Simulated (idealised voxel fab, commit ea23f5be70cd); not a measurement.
The name of this process module is voxel tone inversion.
Square cells of 5 nm make up the cross-section cut, whose width is 205 nm.
When this document writes out a cross-section, it uses a grid of square cells and lists it as bands, beginning at the top and moving down, with a band standing for one or more rows of cells.
This entry defines a band. It first specifies the height of the band's top and the height of its bottom in nm, and then specifies the band's materials from left to right, stating each material with its width in nm. The word "everywhere" identifies a single material that fills the band from edge to edge, while the word "blank" identifies empty space.
Note: height 0 marks the level under which the wafer is uniformly one material as received. Lowest band unbounded below, written "z 0 and below".
When a width is written as two numbers, as in "30->40", the first number is the width in the top row of cells of the band and the second is the width in its bottom row, and the width changes by the same amount from each row to the next.
"no modifications" after a step means that no cell of the cross-section changed.
The entry titled "Sealed void listing" provides the empty spaces that have no open way to the top, restricted to those of 8 cells or more. Each is presented as width x height at distance, the distance being measured from the left edge, with all three in nm.
Heads up: the bit after the settings on a step's line is the simulator's remark on that step.
overlay nm: for a step with a mask, the amount by which the mask lay right of where it was planned; a negative amount means left of it.

[Intended process steps]
1,RECEIVE with material Si
2,CONFORMAL_DEP with material SiCN, thk nm 10
3,DIRECTIONAL_DEP with material aC, thk nm 15
4,PATTERN with tone cover, mask id POSTS, material resist, width nm 25, pitch nm 45, thk nm 20, overlay nm 0
5,DIRECTIONAL_ETCH with etch materials aC, depth nm 15
6,STRIP with etch materials resist
7,FILL_DEP with material SiO2, thk nm 10
8,CMP with height nm 25
9,STRIP with etch materials aC

[First of two wafers, processed according to plan]

[as received, after step 1]
> z 0 and below = Si everywhere
> Sealed void listing: none

[Step 2 done - wafer cross-section]
> z 10 to 0 = SiCN everywhere
> Everything below 0 is unchanged.

[Step 3 done - wafer cross-section]
> z 25 to 10 = aC everywhere
> Everything below 10 is unchanged.

[Step 4 done - wafer cross-section]
> z 45 to 25 = blank 20, then resist 25, then blank 20, then resist 25, then blank 20, then resist 25, then blank 20, then resist 25, then blank 25
> Everything below 25 is unchanged.

[Step 5 done - wafer cross-section]
> z 30 to 25 = blank 20, then resist 25, then blank 20, then resist 25, then blank 20, then resist 25, then blank 20, then resist 25, then blank 25
> z 25 to 10 = blank 20, then aC 25, then blank 20, then aC 25, then blank 20, then aC 25, then blank 20, then aC 25, then blank 25
> Everything below 10 is unchanged.

[Step 6 done - wafer cross-section]
> z 25 to 10 = blank 20, then aC 25, then blank 20, then aC 25, then blank 20, then aC 25, then blank 20, then aC 25, then blank 25
> Everything below 10 is unchanged.

[Step 7 done - wafer cross-section]
> z 35 to 25 = SiO2 everywhere
> z 25 to 10 = SiO2 20, then aC 25, then SiO2 20, then aC 25, then SiO2 20, then aC 25, then SiO2 20, then aC 25, then SiO2 25
> Everything below 10 is unchanged.

[Step 8 done - wafer cross-section]
> z 25 to 10 = SiO2 20, then aC 25, then SiO2 20, then aC 25, then SiO2 20, then aC 25, then SiO2 20, then aC 25, then SiO2 25
> Everything below 10 is unchanged.

[Step 9 done - wafer cross-section]
> z 25 to 10 = SiO2 20, then blank 25, then SiO2 20, then blank 25, then SiO2 20, then blank 25, then SiO2 20, then blank 25, then SiO2 25
> Everything below 10 is unchanged.

[Here the second wafer is described. Its start and its plan were those of the first wafer. Its run contained one mistake. Up to and including step 3, it did exactly what the first wafer did]

[What the second wafer looks like in cross-section when step 4 should have wrapped up]
> z 45 to 25 = resist 20, then blank 25, then resist 20, then blank 25, then resist 20, then blank 25, then resist 20, then blank 25, then resist 25
> Everything below 25 is unchanged.

[What the second wafer looks like in cross-section when step 5 should have wrapped up]
> z 30 to 25 = resist 20, then blank 25, then resist 20, then blank 25, then resist 20, then blank 25, then resist 20, then blank 25, then resist 25
> z 25 to 10 = aC 20, then blank 25, then aC 20, then blank 25, then aC 20, then blank 25, then aC 20, then blank 25, then aC 25
> Everything below 10 is unchanged.

[What the second wafer looks like in cross-section when step 6 should have wrapped up]
> z 25 to 10 = aC 20, then blank 25, then aC 20, then blank 25, then aC 20, then blank 25, then aC 20, then blank 25, then aC 25
> Everything below 10 is unchanged.

[What the second wafer looks like in cross-section when step 7 should have wrapped up]
> z 35 to 25 = SiO2 everywhere
> z 25 to 10 = aC 20, then SiO2 25, then aC 20, then SiO2 25, then aC 20, then SiO2 25, then aC 20, then SiO2 25, then aC 25
> Everything below 10 is unchanged.

[What the second wafer looks like in cross-section when step 8 should have wrapped up]
> z 25 to 10 = aC 20, then SiO2 25, then aC 20, then SiO2 25, then aC 20, then SiO2 25, then aC 20, then SiO2 25, then aC 25
> Everything below 10 is unchanged.

[What the second wafer looks like in cross-section when step 9 should have wrapped up]
> z 25 to 10 = blank 20, then SiO2 25, then blank 20, then SiO2 25, then blank 20, then SiO2 25, then blank 20, then SiO2 25, then blank 25
> Everything below 10 is unchanged.
The mistake made against the process plan was this: step 4, actual vs plan mismatch, actual run PATTERN with tone open, mask id POSTS, material resist, width nm 25, pitch nm 45, thk nm 20, overlay nm 0
Per the end-of-run cell counts, the second wafer holds more or fewer of some materials than the first: 3 fewer of SiO2
